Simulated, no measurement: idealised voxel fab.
Name of the process module below: voxel tone inversion
In the cross-section labelled cut, the width is 215 nm and each square cell is 5 nm.
Cross-section format: a grid of square cells, given as bands from top to bottom; each band is one or more rows of cells.
The band entry comprises the height of the band's top followed by the height of its bottom, expressed in nm, and subsequently the band's materials from left to right, each stated together with its width in nm. Where a single material is marked with the word "all across", that material fills the band from edge to edge. The word "blank" represents empty space.
We count height from 0. Below that, the starting wafer is all one material. The lowest band never ends at the bottom but goes on down; see "0 -> down" for how that is written.
When a width is written as two numbers, as in "30 to 40", the first number is the width in the top row of cells of the band and the second is the width in its bottom row, and the width changes by the same amount from each row to the next.
Step note "same as before" = no cross-section cell changed.
Heads up: "Trapped cavities" only lists the empty pockets with no open path to the top that are 8 cells or more, and it writes them as width x height at distance, distance from the left edge, in nm.
Step line, after settings: the simulator's comment on this step.
overlay nm: on a step with a mask, how far right of its planned place the mask lay; negative means left.
**This section lists the process steps that were planned**
1: RECEIVE, material Si
2: CONFORMAL_DEP, material SiCN, thk nm 5
3: DIRECTIONAL_DEP, material polySi, thk nm 25
4: PATTERN, tone cover, mask id POSTS, material resist, width nm 20, pitch nm 45, thk nm 35, overlay nm 0
5: DIRECTIONAL_ETCH, etch materials polySi, depth nm 25
6: STRIP, etch materials resist
7: FILL_DEP, material SiO2, thk nm 10
8: CMP, height nm 30
9: STRIP, etch materials polySi
For this document, wafers share an identical start and vary in the step 2 thk nm; the plan quotes the first wafer's value.
**Cross-section of the first of several wafers on receipt, reflecting completion of step 1**
- 0 -> down | Si all across
- Trapped cavities: none
**The following table contains a row per wafer, in which are reported, at the conclusion of the module, the cells of each material gained (+) or lost (-) since the wafer's receipt, with its closed voids given thereafter**
thk nm 5, +43 SiCN, +175 SiO2, Trapped cavities: none
thk nm 10, +86 SiCN, +140 SiO2, Trapped cavities: none
thk nm 15, +129 SiCN, +105 SiO2, Trapped cavities: none
thk nm 20, +172 SiCN, +70 SiO2, Trapped cavities: none
